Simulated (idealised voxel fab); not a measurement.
process module | voxel self aligned contacts
cross-section cut | 170 nm wide | cells 5 nm
A cross-section is a grid of square cells, given in bands from the top down. A band is one or more rows of cells.
Each band's line starts with the height of the band's top and of its bottom, in nm. Then come its materials from left to right, each with its width in nm. One material with "throughout" fills the band from edge to edge. "air" is empty space.
Height 0 is the level under which the wafer as received is all one material. The lowest band goes on downwards, as in "0 down".
A width such as "30 to 40" changes by the same amount from each row of cells to the next, from the band's top row to its bottom row.
"no change" after a step means that no cell of the cross-section changed.
closed voids: empty space of 8 cells or more with no open way to the top, each as width x height at its distance from the left edge, in nm
after a step's settings: what the simulator itself notes on the step
overlay nm, on a step with a mask: how far to the right of its planned place the mask lay; to the left if negative
Each pair below shows a cross-section before one step and the cross-section after it, down to the lowest band that changed. The line under each pair gives the step between them, with its settings. The pairs can come from different runs of this module on the same starting wafer, so a pair continues from the pair above only where its "before" says so.
before
  60 to 50: SiO2 40 | air 35 | SiO2 15 | air 35 | SiO2 45
  50 to 35: SiO2 20 | SiN 25 | air 25 | SiN 25 | air 25 | SiN 25 | SiO2 25
  35 to 5: SiO2 15 | SiN 5 | polySi 25 | SiN 5 | air 15 | SiN 5 | polySi 25 | SiN 5 | air 15 | SiN 5 | polySi 25 | SiN 5 | SiO2 20
  5 to 0: SiO2 50 | air 15 | SiO2 35 | air 15 | SiO2 55
  0 down: Si throughout
  closed voids: none
after
  65 to 60: TiN 45 | air 25 | TiN 25 | air 25 | TiN 50
  60 to 50: SiO2 40 | TiN 5 to 10 | air 25 to 15 | TiN 5 to 10 | SiO2 15 | TiN 5 to 10 | air 25 to 15 | TiN 5 to 10 | SiO2 45
  50 to 40: SiO2 20 | SiN 25 | TiN 5 | air 15 | TiN 5 | SiN 25 | TiN 5 | air 15 | TiN 5 | SiN 25 | SiO2 25
  40 to 35: SiO2 20 | SiN 25 | TiN 10 | air 5 | TiN 10 | SiN 25 | TiN 10 | air 5 | TiN 10 | SiN 25 | SiO2 25
  35 to 5: SiO2 15 | SiN 5 | polySi 25 | SiN 5 | TiN 5 | air 5 | TiN 5 | SiN 5 | polySi 25 | SiN 5 | TiN 5 | air 5 | TiN 5 | SiN 5 | polySi 25 | SiN 5 | SiO2 20
  5 to 0: SiO2 50 | TiN 15 | SiO2 35 | TiN 15 | SiO2 55
  below 0: unchanged
  closed voids: none
the step between: op CONFORMAL_DEP | material TiN | thk nm 5
before: the cross-section after the pair above
after
  70 to 65: Ru throughout
  65 to 60: TiN 45 | Ru 25 | TiN 25 | Ru 25 | TiN 50
  60 to 50: SiO2 40 | TiN 5 to 10 | Ru 25 to 15 | TiN 5 to 10 | SiO2 15 | TiN 5 to 10 | Ru 25 to 15 | TiN 5 to 10 | SiO2 45
  50 to 40: SiO2 20 | SiN 25 | TiN 5 | Ru 15 | TiN 5 | SiN 25 | TiN 5 | Ru 15 | TiN 5 | SiN 25 | SiO2 25
  40 to 35: SiO2 20 | SiN 25 | TiN 10 | Ru 5 | TiN 10 | SiN 25 | TiN 10 | Ru 5 | TiN 10 | SiN 25 | SiO2 25
  35 to 5: SiO2 15 | SiN 5 | polySi 25 | SiN 5 | TiN 5 | Ru 5 | TiN 5 | SiN 5 | polySi 25 | SiN 5 | TiN 5 | Ru 5 | TiN 5 | SiN 5 | polySi 25 | SiN 5 | SiO2 20
  below 5: unchanged
  closed voids: none
the step between: op FILL_DEP | material Ru | thk nm 5
before: the cross-section after the pair above
after
  60 to 50: SiO2 40 | TiN 5 to 10 | Ru 25 to 15 | TiN 5 to 10 | SiO2 15 | TiN 5 to 10 | Ru 25 to 15 | TiN 5 to 10 | SiO2 45
  below 50: unchanged
  closed voids: none
the step between: op CMP | height nm 60
before: the cross-section after the pair above
after
  65 to 60: SiCN throughout
  below 60: unchanged
  closed voids: none
the step between: op CONFORMAL_DEP | material SiCN | thk nm 5
before
  70 to 60: aC throughout
  60 to 50: SiO2 throughout
  50 to 35: SiO2 15 | SiN 35 | SiO2 15 | SiN 35 | SiO2 15 | SiN 35 | SiO2 20
  35 to 5: SiO2 15 | SiN 5 | polySi 25 | SiN 5 | SiO2 15 | SiN 5 | polySi 25 | SiN 5 | SiO2 15 | SiN 5 | polySi 25 | SiN 5 | SiO2 20
  5 to 0: SiO2 throughout
  0 down: Si throughout
  closed voids: none
after
  100 to 70: resist 30 | air 35 | resist 15 | air 35 | resist 55
  below 70: unchanged
  closed voids: none
the step between: op PATTERN | tone open | mask id CONTACT | material resist | width nm 35 | pitch nm 50 | thk nm 30 | overlay nm -10
before: the cross-section after the pair above
after
  90 to 70: resist 30 | air 35 | resist 15 | air 35 | resist 55
  70 to 60: aC 30 | air 35 | aC 15 | air 35 | aC 55
  below 60: unchanged
  closed voids: none
the step between: op DIRECTIONAL_ETCH | etch materials aC | depth nm 10
before: the cross-section after the pair above
after
  70 to 60: aC 30 | air 35 | aC 15 | air 35 | aC 55
  below 60: unchanged
  closed voids: none
the step between: op STRIP | etch materials resist
before: the cross-section after the pair above
after
  70 to 60: aC 30 | air 35 | aC 15 | air 35 | aC 55
  60 to 50: SiO2 30 | air 35 | SiO2 15 | air 35 | SiO2 55
  50 to 35: SiO2 15 | SiN 35 | air 15 | SiN 35 | air 15 | SiN 35 | SiO2 20
  35 to 5: SiO2 15 | SiN 5 | polySi 25 | SiN 5 | air 15 | SiN 5 | polySi 25 | SiN 5 | air 15 | SiN 5 | polySi 25 | SiN 5 | SiO2 20
  5 to 0: SiO2 50 | air 15 | SiO2 35 | air 15 | SiO2 55
  below 0: unchanged
  closed voids: none
the step between: op DIRECTIONAL_ETCH | etch materials SiO2 | depth nm 60
before: the cross-section after the pair above
after
  60 to 50: SiO2 30 | air 35 | SiO2 15 | air 35 | SiO2 55
  below 50: unchanged
  closed voids: none
the step between: op STRIP | etch materials aC
before: the cross-section after the pair above
after
  65 to 60: TiN 35 | air 25 | TiN 25 | air 25 | TiN 60
  60 to 50: SiO2 30 | TiN 5 to 25 | air 25 to 5 | TiN 5 | SiO2 15 | TiN 5 to 25 | air 25 to 5 | TiN 5 | SiO2 55
  50 to 35: SiO2 15 | SiN 35 | TiN 5 | air 5 | TiN 5 | SiN 35 | TiN 5 | air 5 | TiN 5 | SiN 35 | SiO2 20
  35 to 5: SiO2 15 | SiN 5 | polySi 25 | SiN 5 | TiN 5 | air 5 | TiN 5 | SiN 5 | polySi 25 | SiN 5 | TiN 5 | air 5 | TiN 5 | SiN 5 | polySi 25 | SiN 5 | SiO2 20
  5 to 0: SiO2 50 | TiN 15 | SiO2 35 | TiN 15 | SiO2 55
  below 0: unchanged
  closed voids: none
the step between: op CONFORMAL_DEP | material TiN | thk nm 5
before: the cross-section after the pair above
after
  70 to 65: Ru throughout
  65 to 60: TiN 35 | Ru 25 | TiN 25 | Ru 25 | TiN 60
  60 to 50: SiO2 30 | TiN 5 to 25 | Ru 25 to 5 | TiN 5 | SiO2 15 | TiN 5 to 25 | Ru 25 to 5 | TiN 5 | SiO2 55
  50 to 35: SiO2 15 | SiN 35 | TiN 5 | Ru 5 | TiN 5 | SiN 35 | TiN 5 | Ru 5 | TiN 5 | SiN 35 | SiO2 20
  35 to 5: SiO2 15 | SiN 5 | polySi 25 | SiN 5 | TiN 5 | Ru 5 | TiN 5 | SiN 5 | polySi 25 | SiN 5 | TiN 5 | Ru 5 | TiN 5 | SiN 5 | polySi 25 | SiN 5 | SiO2 20
  below 5: unchanged
  closed voids: none
the step between: op FILL_DEP | material Ru | thk nm 5
before: the cross-section after the pair above
after
  60 to 50: SiO2 30 | TiN 5 to 25 | Ru 25 to 5 | TiN 5 | SiO2 15 | TiN 5 to 25 | Ru 25 to 5 | TiN 5 | SiO2 55
  below 50: unchanged
  closed voids: none
the step between: op CMP | height nm 60
before: the cross-section after the pair above
after
  65 to 60: SiCN throughout
  below 60: unchanged
  closed voids: none
the step between: op CONFORMAL_DEP | material SiCN | thk nm 5
before
  5 to 0: SiO2 throughout
  0 down: Si throughout
  closed voids: none
after
  35 to 5: TiN throughout
  below 5: unchanged
  closed voids: none
the step between: op DIRECTIONAL_DEP | material TiN | thk nm 30
before: the cross-section after the pair above
after
  50 to 35: SiN throughout
  below 35: unchanged
  closed voids: none
the step between: op DIRECTIONAL_DEP | material SiN | thk nm 15
before: the cross-section after the pair above
after
  50 to 35: air 20 | SiN 25 | air 25 | SiN 25 | air 25 | SiN 25 | air 25
  below 35: unchanged
  closed voids: none
the step between: op MASKED_ETCH | tone cover | mask id GATE | width nm 25 | pitch nm 50 | etch materials SiN | depth nm 15 | overlay nm 0
before: the cross-section after the pair above
after
  55 to 40: air 15 | SiN 35 | air 15 | SiN 35 | air 15 | SiN 35 | air 20
  40 to 35: SiN throughout
  below 35: unchanged
  closed voids: none
the step between: op CONFORMAL_DEP | material SiN | thk nm 5
before: the cross-section after the pair above
after
  50 to 35: air 15 | SiN 35 | air 15 | SiN 35 | air 15 | SiN 35 | air 20
  below 35: unchanged
  closed voids: none
the step between: op DIRECTIONAL_ETCH | etch materials SiN | depth nm 5
before: the cross-section after the pair above
after
  65 to 50: SiO2 throughout
  50 to 35: SiO2 15 | SiN 35 | SiO2 15 | SiN 35 | SiO2 15 | SiN 35 | SiO2 20
  below 35: unchanged
  closed voids: none
the step between: op FILL_DEP | material SiO2 | thk nm 15
before: the cross-section after the pair above
after
  60 to 50: SiO2 throughout
  below 50: unchanged
  closed voids: none
the step between: op CMP | height nm 60
before: the cross-section after the pair above
after
  70 to 60: aC throughout
  below 60: unchanged
  closed voids: none
the step between: op DIRECTIONAL_DEP | material aC | thk nm 10
before: the cross-section after the pair above
after
  100 to 70: resist 40 | air 35 | resist 15 | air 35 | resist 45
  below 70: unchanged
  closed voids: none
the step between: op PATTERN | tone open | mask id CONTACT | material resist | width nm 35 | pitch nm 50 | thk nm 30 | overlay nm 0
before: the cross-section after the pair above
after
  90 to 70: resist 40 | air 35 | resist 15 | air 35 | resist 45
  70 to 60: aC 40 | air 35 | aC 15 | air 35 | aC 45
  below 60: unchanged
  closed voids: none
the step between: op DIRECTIONAL_ETCH | etch materials aC | depth nm 10
before: the cross-section after the pair above
after
  70 to 60: aC 40 | air 35 | aC 15 | air 35 | aC 45
  below 60: unchanged
  closed voids: none
the step between: op STRIP | etch materials resist
before: the cross-section after the pair above
after
  70 to 60: aC 40 | air 35 | aC 15 | air 35 | aC 45
  60 to 50: SiO2 40 | air 35 | SiO2 15 | air 35 | SiO2 45
  50 to 35: SiO2 15 | SiN 35 | air 15 | SiN 35 | air 15 | SiN 35 | SiO2 20
  below 35: unchanged
  closed voids: none
the step between: op DIRECTIONAL_ETCH | etch materials SiO2 | depth nm 60
before: the cross-section after the pair above
after
  60 to 50: SiO2 40 | air 35 | SiO2 15 | air 35 | SiO2 45
  below 50: unchanged
  closed voids: none
the step between: op STRIP | etch materials aC
before: the cross-section after the pair above
after
  65 to 60: TiN 45 | air 25 | TiN 25 | air 25 | TiN 50
  60 to 50: SiO2 40 | TiN 5 to 15 | air 25 to 5 | TiN 5 to 15 | SiO2 15 | TiN 5 to 15 | air 25 to 5 | TiN 5 to 15 | SiO2 45
  50 to 40: SiO2 15 | SiN 35 | TiN 5 | air 5 | TiN 5 | SiN 35 | TiN 5 | air 5 | TiN 5 | SiN 35 | SiO2 20
  40 to 35: SiO2 15 | SiN 35 | TiN 15 | SiN 35 | TiN 15 | SiN 35 | SiO2 20
  below 35: unchanged
  closed voids: none
the step between: op CONFORMAL_DEP | material TiN | thk nm 5
before: the cross-section after the pair above
after
  70 to 65: Ru throughout
  65 to 60: TiN 45 | Ru 25 | TiN 25 | Ru 25 | TiN 50
  60 to 50: SiO2 40 | TiN 5 to 15 | Ru 25 to 5 | TiN 5 to 15 | SiO2 15 | TiN 5 to 15 | Ru 25 to 5 | TiN 5 to 15 | SiO2 45
  50 to 40: SiO2 15 | SiN 35 | TiN 5 | Ru 5 | TiN 5 | SiN 35 | TiN 5 | Ru 5 | TiN 5 | SiN 35 | SiO2 20
  below 40: unchanged
  closed voids: none
the step between: op FILL_DEP | material Ru | thk nm 5
before: the cross-section after the pair above
after
  60 to 50: SiO2 40 | TiN 5 to 15 | Ru 25 to 5 | TiN 5 to 15 | SiO2 15 | TiN 5 to 15 | Ru 25 to 5 | TiN 5 to 15 | SiO2 45
  below 50: unchanged
  closed voids: none
the step between: op CMP | height nm 60
before: the cross-section after the pair above
after
  65 to 60: SiCN throughout
  below 60: unchanged
  closed voids: none
the step between: op CONFORMAL_DEP | material SiCN | thk nm 5
before
  70 to 60: aC throughout
  60 to 50: SiO2 throughout
  50 to 35: SiO2 15 | SiN 35 | SiO2 15 | SiN 35 | SiO2 15 | SiN 35 | SiO2 20
  35 to 5: SiO2 15 | SiN 5 | polySi 25 | SiN 5 | SiO2 15 | SiN 5 | polySi 25 | SiN 5 | SiO2 15 | SiN 5 | polySi 25 | SiN 5 | SiO2 20
  5 to 0: SiO2 throughout
  0 down: Si throughout
  closed voids: none
after
  100 to 70: air 40 | resist 35 | air 15 | resist 35 | air 45
  below 70: unchanged
  closed voids: none
the step between: op PATTERN | tone cover | mask id CONTACT | material resist | width nm 35 | pitch nm 50 | thk nm 30 | overlay nm 0
before: the cross-section after the pair above
after
  90 to 70: air 40 | resist 35 | air 15 | resist 35 | air 45
  70 to 60: air 40 | aC 35 | air 15 | aC 35 | air 45
  below 60: unchanged
  closed voids: none
the step between: op DIRECTIONAL_ETCH | etch materials aC | depth nm 10
before: the cross-section after the pair above
after
  70 to 60: air 40 | aC 35 | air 15 | aC 35 | air 45
  below 60: unchanged
  closed voids: none
the step between: op STRIP | etch materials resist
before: the cross-section after the pair above
after
  70 to 60: air 40 | aC 35 | air 15 | aC 35 | air 45
  60 to 50: air 40 | SiO2 35 | air 15 | SiO2 35 | air 45
  50 to 35: air 15 | SiN 35 | SiO2 15 | SiN 35 | SiO2 15 | SiN 35 | air 20
  35 to 5: air 15 | SiN 5 | polySi 25 | SiN 5 | SiO2 15 | SiN 5 | polySi 25 | SiN 5 | SiO2 15 | SiN 5 | polySi 25 | SiN 5 | air 20
  5 to 0: air 15 | SiO2 135 | air 20
  below 0: unchanged
  closed voids: none
the step between: op DIRECTIONAL_ETCH | etch materials SiO2 | depth nm 60
before: the cross-section after the pair above
after
  60 to 50: air 40 | SiO2 35 | air 15 | SiO2 35 | air 45
  below 50: unchanged
  closed voids: none
the step between: op STRIP | etch materials aC
before: the cross-section after the pair above
after
  65 to 60: air 35 | TiN 45 | air 5 | TiN 45 | air 40
  60 to 55: air 35 | TiN 5 | SiO2 35 | TiN 5 | air 5 | TiN 5 | SiO2 35 | TiN 5 | air 40
  55 to 50: air 10 | TiN 30 | SiO2 35 | TiN 15 | SiO2 35 | TiN 30 | air 15
  50 to 35: air 10 | TiN 5 | SiN 35 | SiO2 15 | SiN 35 | SiO2 15 | SiN 35 | TiN 5 | air 15
  35 to 5: air 10 | TiN 5 | SiN 5 | polySi 25 | SiN 5 | SiO2 15 | SiN 5 | polySi 25 | SiN 5 | SiO2 15 | SiN 5 | polySi 25 | SiN 5 | TiN 5 | air 15
  5 to 0: TiN 15 | SiO2 135 | TiN 20
  below 0: unchanged
  closed voids: none
the step between: op CONFORMAL_DEP | material TiN | thk nm 5
before: the cross-section after the pair above
after
  70 to 65: Ru throughout
  65 to 60: Ru 35 | TiN 45 | Ru 5 | TiN 45 | Ru 40
  60 to 55: Ru 35 | TiN 5 | SiO2 35 | TiN 5 | Ru 5 | TiN 5 | SiO2 35 | TiN 5 | Ru 40
  55 to 50: Ru 10 | TiN 30 | SiO2 35 | TiN 15 | SiO2 35 | TiN 30 | Ru 15
  50 to 35: Ru 10 | TiN 5 | SiN 35 | SiO2 15 | SiN 35 | SiO2 15 | SiN 35 | TiN 5 | Ru 15
  35 to 5: Ru 10 | TiN 5 | SiN 5 | polySi 25 | SiN 5 | SiO2 15 | SiN 5 | polySi 25 | SiN 5 | SiO2 15 | SiN 5 | polySi 25 | SiN 5 | TiN 5 | Ru 15
  below 5: unchanged
  closed voids: none
the step between: op FILL_DEP | material Ru | thk nm 5
before: the cross-section after the pair above
after
  60 to 55: Ru 35 | TiN 5 | SiO2 35 | TiN 5 | Ru 5 | TiN 5 | SiO2 35 | TiN 5 | Ru 40
  below 55: unchanged
  closed voids: none
the step between: op CMP | height nm 60
before: the cross-section after the pair above
after
  65 to 60: SiCN throughout
  below 60: unchanged
  closed voids: none
the step between: op CONFORMAL_DEP | material SiCN | thk nm 5
